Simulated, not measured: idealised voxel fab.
Presented below is a process module, voxel wiring stack.
205 nm wide, 5 nm square cells: that's cross-section cut.
This document writes a cross-section as a grid whose cells are square, and gives it as bands, listed from the top down; one or more rows of cells form a band. For a band, the entry starts with two heights in nm, that of the top and then that of the bottom, and carries on with the band's materials in order from left to right, each alongside its width in nm; the word "edge to edge" beside a single material means it fills the band edge to edge, and "empty" means empty space. Height 0 is the level under which the wafer as received is all one material. The lowest band goes on downwards, as in "0 -> down". Note: "30->40" means the width goes from the first number (top row of the band) to the second number (bottom row) in equal steps per row of cells. Any step labelled "nothing was modified" changed none of the cells in the cross-section. Enclosed voids (no open way to top), threshold 8 cells or more, entry "Non-vented voids", notation width x height at distance, distance from left edge, nm. Formally, on a step line, whatever follows the settings is a remark that the simulator itself makes on the step. overlay nm: step with mask; distance mask lay right of planned place; negative value = left of planned place.
List of planned process steps:
step 1: RECEIVE, material Si
step 2: CONFORMAL_DEP, material SiO2, thk nm 15
step 3: CONFORMAL_DEP, material SiCN, thk nm 5
step 4: DIRECTIONAL_DEP, material SiO2, thk nm 25
step 5: PATTERN, tone open, mask id METAL_1, material resist, width nm 30, pitch nm 45, thk nm 15, overlay nm -15
step 6: DIRECTIONAL_ETCH, etch materials SiO2, depth nm 25
step 7: DIRECTIONAL_ETCH, etch materials SiCN, depth nm 5
step 8: STRIP, etch materials resist
step 9: CONFORMAL_DEP, material TiN, thk nm 5
step 10: FILL_DEP, material Ru, thk nm 10
step 11: CMP, height nm 45
step 12: CONFORMAL_DEP, material SiCN, thk nm 5
step 13: DIRECTIONAL_DEP, material lowk, thk nm 15
step 14: DIRECTIONAL_DEP, material aC, thk nm 10
step 15: PATTERN, tone open, mask id PLUG_1, material resist, width nm 15, pitch nm 45, thk nm 25, overlay nm 0
step 16: DIRECTIONAL_ETCH, etch materials aC, depth nm 10
step 17: STRIP, etch materials resist
step 18: DIRECTIONAL_ETCH, etch materials lowk, depth nm 15
step 19: DIRECTIONAL_ETCH, etch materials SiCN, depth nm 5
step 20: STRIP, etch materials aC
step 21: EPI, material Ru, thk nm 10
step 22: EPI, material Ru, thk nm 10
step 23: DIRECTIONAL_DEP, material TiN, thk nm 5
step 24: DIRECTIONAL_DEP, material W, thk nm 15
step 25: DIRECTIONAL_DEP, material aC, thk nm 15
step 26: PATTERN, tone cover, mask id METAL_2, material resist, width nm 30, pitch nm 45, thk nm 30, overlay nm 0
step 27: DIRECTIONAL_ETCH, etch materials aC, depth nm 15
step 28: STRIP, etch materials resist
step 29: DIRECTIONAL_ETCH, etch materials W, depth nm 15
step 30: DIRECTIONAL_ETCH, etch materials TiN, depth nm 5
step 31: STRIP, etch materials aC
step 32: FILL_DEP, material SiO2, thk nm 5
step 33: CMP, height nm 85
step 34: CONFORMAL_DEP, material SiCN, thk nm 5
step 35: DIRECTIONAL_DEP, material lowk, thk nm 30
step 36: PATTERN, tone open, mask id METAL_3, material resist, width nm 30, pitch nm 45, thk nm 15, overlay nm 0
step 37: DIRECTIONAL_ETCH, etch materials lowk, depth nm 15
step 38: STRIP, etch materials resist
step 39: MASKED_ETCH, tone open, mask id METAL_3_HOLES, width nm 15, etch materials lowk, depth nm 15, overlay nm 0
step 40: MASKED_ETCH, tone open, mask id METAL_3_HOLES, width nm 15, etch materials SiCN, depth nm 5, overlay nm 0
step 41: CONFORMAL_DEP, material TiN, thk nm 5
step 42: FILL_DEP, material Cu, thk nm 10
step 43: CMP, height nm 120
step 44: CONFORMAL_DEP, material SiCN, thk nm 5
step 45: DIRECTIONAL_DEP, material lowk, thk nm 30
step 46: DIRECTIONAL_DEP, material aC, thk nm 10
step 47: PATTERN, tone open, mask id METAL_4, material resist, width nm 30, pitch nm 45, thk nm 30, overlay nm 0
step 48: DIRECTIONAL_ETCH, etch materials aC, depth nm 10
step 49: STRIP, etch materials resist
step 50: DIRECTIONAL_ETCH, etch materials lowk, depth nm 15
step 51: STRIP, etch materials aC
step 52: DIRECTIONAL_DEP, material aC, thk nm 10
step 53: PATTERN, tone open, mask id METAL_4_HOLES, material resist, width nm 15, thk nm 30, overlay nm 0
step 54: DIRECTIONAL_ETCH, etch materials aC, depth nm 10
step 55: STRIP, etch materials resist
step 56: DIRECTIONAL_ETCH, etch materials lowk, depth nm 15
step 57: DIRECTIONAL_ETCH, etch materials SiCN, depth nm 5
step 58: STRIP, etch materials aC
step 59: CONFORMAL_DEP, material TiN, thk nm 5
step 60: FILL_DEP, material Cu, thk nm 10
step 61: CMP, height nm 155
step 62: CONFORMAL_DEP, material SiCN, thk nm 5
The value of overlay nm given for step 5 in the plan refers to the first wafer; the wafers vary in this setting and are alike at the start.
Step 1 complete: as-received cross-section of the first of several wafers:
	0 -> down: Si edge to edge
	Non-vented voids: none
Per-wafer rows below. For each material: cells gained (+) or lost (-) since the wafer was received, as of end of module. Then: closed voids:
overlay nm -15 | +40 Cu | +64 Ru | +181 SiCN | +384 SiO2 | +100 TiN | +36 W | +507 lowk | Non-vented voids: none
overlay nm -10 | +40 Cu | +64 Ru | +181 SiCN | +384 SiO2 | +100 TiN | +36 W | +507 lowk | Non-vented voids: none
overlay nm -5 | +40 Cu | +64 Ru | +181 SiCN | +384 SiO2 | +100 TiN | +36 W | +507 lowk | Non-vented voids: none
overlay nm 0 | +40 Cu | +64 Ru | +181 SiCN | +384 SiO2 | +100 TiN | +36 W | +507 lowk | Non-vented voids: none
overlay nm 5 | +40 Cu | +64 Ru | +181 SiCN | +384 SiO2 | +100 TiN | +36 W | +507 lowk | Non-vented voids: none
overlay nm 10 | +40 Cu | +64 Ru | +181 SiCN | +384 SiO2 | +100 TiN | +36 W | +507 lowk | Non-vented voids: none
overlay nm 15 | +40 Cu | +40 Ru | +181 SiCN | +408 SiO2 | +100 TiN | +36 W | +507 lowk | Non-vented voids: none
